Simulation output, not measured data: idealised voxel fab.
This is a process module. Its name is voxel lift off.
The width of the displayed cross-section, cut, is 235 nm; its cells are square, with a size of 5 nm.
When this document writes out a cross-section, it uses a grid of square cells and lists it as bands, beginning at the top and moving down, with a band standing for one or more rows of cells. In this notation a band is specified by the heights of its top and bottom, in that order and in nm, after which its materials appear from left to right, each paired with its width in nm. The word "throughout" attached to a single material means that material fills the band from edge to edge; the word "air" stands for empty space. Heights are expressed relative to 0, this being the level below which the as-received wafer comprises one material exclusively. The lowest band is unbounded in the downward direction and is denoted as in "z 0 and below". With a width like "30 to 40", each row of cells in the band differs from the next by the same amount, the top row carrying the first number and the bottom row the second. "nothing was modified" (step): cross-section cells unchanged, all of them. Heads up: "Closed-off voids" only lists the empty pockets with no open path to the top that are 8 cells or more, and it writes them as width x height at distance, distance from the left edge, in nm. Heads up: the bit after the settings on a step's line is the simulator's remark on that step. overlay nm: step with mask; distance mask lay right of planned place; negative value = left of planned place.
The process steps that were planned are listed below
| 1 | RECEIVE: material Si |
| 2 | CONFORMAL_DEP: material SiN, thk nm 10 |
| 3 | PATTERN: tone open, mask id LINES, material resist, width nm 25, pitch nm 40, thk nm 30, overlay nm 0 |
| 4 | DIRECTIONAL_DEP: material Ru, thk nm 15 |
| 5 | STRIP: etch materials resist |
| 6 | CONFORMAL_DEP: material SiCN, thk nm 10 |
First of two wafers - as planned
Received-state cross-section, reflecting completion of step 1
	z 0 and below = Si throughout
	Closed-off voids: none
How the wafer stands in section after step 2
	z 10 to 0 = SiN throughout
	below 0: unchanged
How the wafer stands in section after step 3
	z 40 to 10 = 85 of resist, then 25 of air, then 15 of resist, then 25 of air, then 85 of resist
	below 10: unchanged
How the wafer stands in section after step 4
	z 55 to 40 = 85 of Ru, then 25 of air, then 15 of Ru, then 25 of air, then 85 of Ru
	z 40 to 25 = 85 of resist, then 25 of air, then 15 of resist, then 25 of air, then 85 of resist
	z 25 to 10 = 85 of resist, then 25 of Ru, then 15 of resist, then 25 of Ru, then 85 of resist
	below 10: unchanged
How the wafer stands in section after step 5
	z 25 to 10 = 85 of air, then 25 of Ru, then 15 of air, then 25 of Ru, then 85 of air
	below 10: unchanged
How the wafer stands in section after step 6
	z 35 to 25 = 75 of air, then 85 of SiCN, then 75 of air
	z 25 to 20 = 75 of air, then 10 of SiCN, then 25 of Ru, then 15 of SiCN, then 25 of Ru, then 10 of SiCN, then 75 of air
	z 20 to 10 = 85 of SiCN, then 25 of Ru, then 15 of SiCN, then 25 of Ru, then 85 of SiCN
	below 10: unchanged
The remaining wafer, second of the two, started like the first and was run to the same plan, except that one mistake was made along the way; the two coincide through step 2, inclusive
Cross-section: second wafer, time at which step 3 was scheduled to end
	z 40 to 10 = 85 of air, then 25 of resist, then 15 of air, then 25 of resist, then 85 of air
	below 10: unchanged
Cross-section: second wafer, time at which step 4 was scheduled to end
	z 55 to 40 = 85 of air, then 25 of Ru, then 15 of air, then 25 of Ru, then 85 of air
	z 40 to 25 = 85 of air, then 25 of resist, then 15 of air, then 25 of resist, then 85 of air
	z 25 to 10 = 85 of Ru, then 25 of resist, then 15 of Ru, then 25 of resist, then 85 of Ru
	below 10: unchanged
Cross-section: second wafer, time at which step 5 was scheduled to end
	z 25 to 10 = 85 of Ru, then 25 of air, then 15 of Ru, then 25 of air, then 85 of Ru
	below 10: unchanged
Cross-section: second wafer, time at which step 6 was scheduled to end
	z 35 to 25 = 95 of SiCN, then 5 of air, then 35 of SiCN, then 5 of air, then 95 of SiCN
	z 25 to 20 = 85 of Ru, then 10 of SiCN, then 5 of air, then 10 of SiCN, then 15 of Ru, then 10 of SiCN, then 5 of air, then 10 of SiCN, then 85 of Ru
	z 20 to 10 = 85 of Ru, then 25 of SiCN, then 15 of Ru, then 25 of SiCN, then 85 of Ru
	below 10: unchanged
The plan and the run diverged here: step 3 did not use the planned setting and instead ran as PATTERN: tone cover, mask id LINES, material resist, width nm 25, pitch nm 40, thk nm 30, overlay nm 0
Final difference in cells, second wafer against first, listed per material as more or fewer: Ru: 81 more, SiCN: 3 more
